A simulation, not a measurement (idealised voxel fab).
The name of this process module is voxel ribs on slabs.
Section shown: cut. Width: 215 nm. Cell size: 5 nm, square.
Square cells in a grid make up a cross-section in this document, and the grid is given as bands, listed from the top down, each one or more rows of cells.
For a band, the entry starts with two heights in nm, that of the top and then that of the bottom, and carries on with the band's materials in order from left to right, each alongside its width in nm; the word "edge to edge" beside a single material means it fills the band edge to edge, and "air" means empty space.
Basically, 0 is our baseline, since under it the wafer straight out of the box is all one material. The bottom band has no lower end and keeps on going down, so it looks like "from 0 down".
Width spec "30->40" -> top row of cells at first value, bottom row at second value, equal per-row change in between.
Any step labelled "remained the same" changed none of the cells in the cross-section.
Closed empty spaces (no open way to the top) of 8 cells or more are what "Cavities, closed" lists, each as width x height at distance from the left edge, nm for all three.
Anything after a step's settings on that line? It's the simulator's own note about the step.
The line of a step may include "overlay nm". On a step with a mask, this value is how far to the right of its planned place the mask lay. A negative value means the mask lay to the left.

[The process steps that were planned are listed below]
step 1: RECEIVE, material Si
step 2: DIRECTIONAL_DEP, material SiO2, thk nm 10
step 3: DIRECTIONAL_DEP, material SiN, thk nm 25
step 4: MASKED_ETCH, tone cover, mask id RIB, width nm 30, etch materials SiN, depth nm 10, overlay nm 0
step 5: DIRECTIONAL_DEP, material aC, thk nm 15
step 6: PATTERN, tone cover, mask id SLAB, material resist, width nm 60, thk nm 30, overlay nm 0
step 7: DIRECTIONAL_ETCH, etch materials aC, depth nm 15
step 8: STRIP, etch materials resist
step 9: DIRECTIONAL_ETCH, etch materials SiN, depth nm 15
step 10: STRIP, etch materials aC
step 11: FILL_DEP, material SiO2, thk nm 20
step 12: CMP, height nm 55
step 13: DIRECTIONAL_DEP, material TiN, thk nm 5
step 14: PATTERN, tone cover, mask id HEATER, material resist, width nm 40, thk nm 15, overlay nm 0
step 15: DIRECTIONAL_ETCH, etch materials TiN, depth nm 5
step 16: STRIP, etch materials resist
step 17: CONFORMAL_DEP, material SiO2, thk nm 10
Don't read the plan's thk nm for step 2 as applying to every wafer: that's the first wafer's value, and the wafers differ in it, though they all start identical.

[Cross-sectional view of the first of several wafers in the as-received condition, corresponding to the state following step 1]
> from 0 down  Si edge to edge
> Cavities, closed: none

[Take any row and you have a wafer at the end of the module: how many cells of each material it has gained (+) or lost (-) since it was received, and then its closed voids]
thk nm 10; +48 SiN; +515 SiO2; +8 TiN; Cavities, closed: none
thk nm 15; +48 SiN; +515 SiO2; +8 TiN; Cavities, closed: none
thk nm 20; +48 SiN; +515 SiO2; +8 TiN; Cavities, closed: none
thk nm 25; +48 SiN; +515 SiO2; +8 TiN; Cavities, closed: none
thk nm 30; +48 SiN; +515 SiO2; +8 TiN; Cavities, closed: none
thk nm 35; +42 SiN; +521 SiO2; +8 TiN; Cavities, closed: none
